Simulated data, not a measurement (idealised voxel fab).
Herein follows the process module entitled voxel released beams.
Xsec cut, 295 nm wide, square cell size 5 nm.
Cross-section, as written here: a square-cell grid given band by band from the top down, where a band holds one or more rows of cells.
Band: top height; bottom height; in nm. Then, left to right: material with width in nm, for each material. "throughout": a single material spanning edge to edge. "empty": empty space.
It should be noted that heights are counted from 0, beneath which the wafer as supplied is of one material throughout, and that the lowest band possesses no lower boundary but continues downward, as written in "0 nm and below".
Graded width ("30..40"): value in top row of band = first number; value in bottom row = second number; row-to-row change constant.
"remains unaltered" means the step left every cell of the cross-section as it was.
For the entry "Fully closed voids", the listed items are empty spaces with no open way to the top whose size is 8 cells or more; each item follows the pattern width x height at distance, where distance is from the left edge and all three are in nm.
Whatever follows a step's settings on its line is a remark the simulator itself makes about that step.
Regarding "overlay nm": on a step with a mask, it is the distance the mask lay to the right of its planned place; a negative value places it to the left.

[These are the steps we planned for the process]
- 1: RECEIVE: material Si
- 2: CONFORMAL_DEP: material SiN, thk nm 5
- 3: DIRECTIONAL_DEP: material SiO2, thk nm 10
- 4: PATTERN: tone open, mask id ANCHOR, material resist, width nm 40, thk nm 20, overlay nm 0
- 5: DIRECTIONAL_ETCH: etch materials SiO2, depth nm 10
- 6: STRIP: etch materials resist
- 7: CONFORMAL_DEP: material TiN, thk nm 15
- 8: DIRECTIONAL_DEP: material aC, thk nm 10
- 9: PATTERN: tone cover, mask id BEAM, material resist, width nm 120, thk nm 25, overlay nm 0
- 10: DIRECTIONAL_ETCH: etch materials aC, depth nm 10
- 11: STRIP: etch materials resist
- 12: DIRECTIONAL_ETCH: etch materials TiN, depth nm 15
- 13: STRIP: etch materials aC
- 14: STRIP: etch materials SiO2

[Step 1 complete: cross-section of the wafer as received]
0 nm and below: Si throughout
Fully closed voids: none

[Starting structure and process plan are as shown above, but one mistake was made in running the module; the wafer cross-section at the end of the module follows]
45 nm to 30 nm: empty: 85, TiN: 120, empty: 90
30 nm to 15 nm: TiN throughout
15 nm to 5 nm: SiO2: 90, TiN: 40, SiO2: 165
5 nm to 0 nm: SiN throughout
0 nm and below: Si throughout
Fully closed voids: none
Error vs. plan: regarding the plan, step 7 was run twice
